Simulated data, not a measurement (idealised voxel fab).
You're looking at the process module voxel air gaps.
Xsec cut, 300 nm wide, square cell size 5 nm.
Notation: cross-section as square-cell grid; stated in bands, top first, going down; one or more cell rows per band. The entry gives the band's vertical extent as a top height and a bottom height in nm, then its horizontal make-up as materials from left to right, each with a width in nm. "blank" stands for empty space; a single material marked "full width" fills the band edge to edge. We count height from 0. Below that, the starting wafer is all one material. The lowest band never ends at the bottom but goes on down; see "0 -> down" for how that is written. The notation "30..40" denotes a width that varies across the rows of cells in the band, beginning at the first number in the top row, finishing at the second number in the bottom row, and changing by an identical amount from each row to the next. When a step is marked "remained unchanged", none of the cells in the cross-section changed during that step. Enclosed voids (no open way to top), threshold 8 cells or more, entry "Closed void listing", notation width x height at distance, distance from left edge, nm. Past the settings on a step's line: simulator remark, on that step. "overlay nm" answers the question of how far to the right of plan the mask lay on a step that has a mask, and when it is negative the answer is to the left.

-- plan
- 1: RECEIVE,material Si
- 2: CONFORMAL_DEP,material SiO2,thk nm 10
- 3: CONFORMAL_DEP,material SiN,thk nm 5
- 4: DIRECTIONAL_DEP,material lowk,thk nm 40
- 5: MASKED_ETCH,tone open,mask id LINES,width nm 15,pitch nm 45,etch materials lowk,depth nm 40,overlay nm 0
- 6: CONFORMAL_DEP,material TiN,thk nm 5
- 7: FILL_DEP,material Ru,thk nm 10
- 8: CMP,height nm 55
- 9: EPI,material Ru,thk nm 10
- 10: SELECTIVE_ETCH,etch materials lowk,depth nm 50
- 11: CONFORMAL_DEP,material SiN,thk nm 5

-- So this is the incoming wafer in cross-section - it's already been through step 1
0 -> down  Si full width
Closed void listing: none

-- What the wafer looks like in cross-section after this module, when it starts as shown above and follows the plan above but one mistake is made in running it
70 -> 65  blank 80 nm | SiN 135 nm | blank 85 nm
65 -> 55  blank 80 nm | SiN 5 nm | Ru 35 nm | SiN 10 nm | Ru 35 nm | SiN 10 nm | Ru 35 nm | SiN 5 nm | blank 85 nm
55 -> 50  blank 80 nm | SiN 15 nm | TiN 5 nm | Ru 5 nm | TiN 5 nm | SiN 30 nm | TiN 5 nm | Ru 5 nm | TiN 5 nm | SiN 30 nm | TiN 5 nm | Ru 5 nm | TiN 5 nm | SiN 15 nm | blank 85 nm
50 -> 20  blank 90 nm | SiN 5 nm | TiN 5 nm | Ru 5 nm | TiN 5 nm | SiN 5 nm | blank 20 nm | SiN 5 nm | TiN 5 nm | Ru 5 nm | TiN 5 nm | SiN 5 nm | blank 20 nm | SiN 5 nm | TiN 5 nm | Ru 5 nm | TiN 5 nm | SiN 5 nm | blank 95 nm
20 -> 15  SiN 95 nm | TiN 15 nm | SiN 30 nm | TiN 15 nm | SiN 30 nm | TiN 15 nm | SiN 100 nm
15 -> 10  SiN full width
10 -> 0  TiN full width
0 -> down  Si full width
Closed void listing: 20 x 30 at 115; 20 x 30 at 160
Finding, execution versus plan: it should be noted that step 2 was executed with settings other than those planned, the operation and settings actually applied being CONFORMAL_DEP,material TiN,thk nm 10
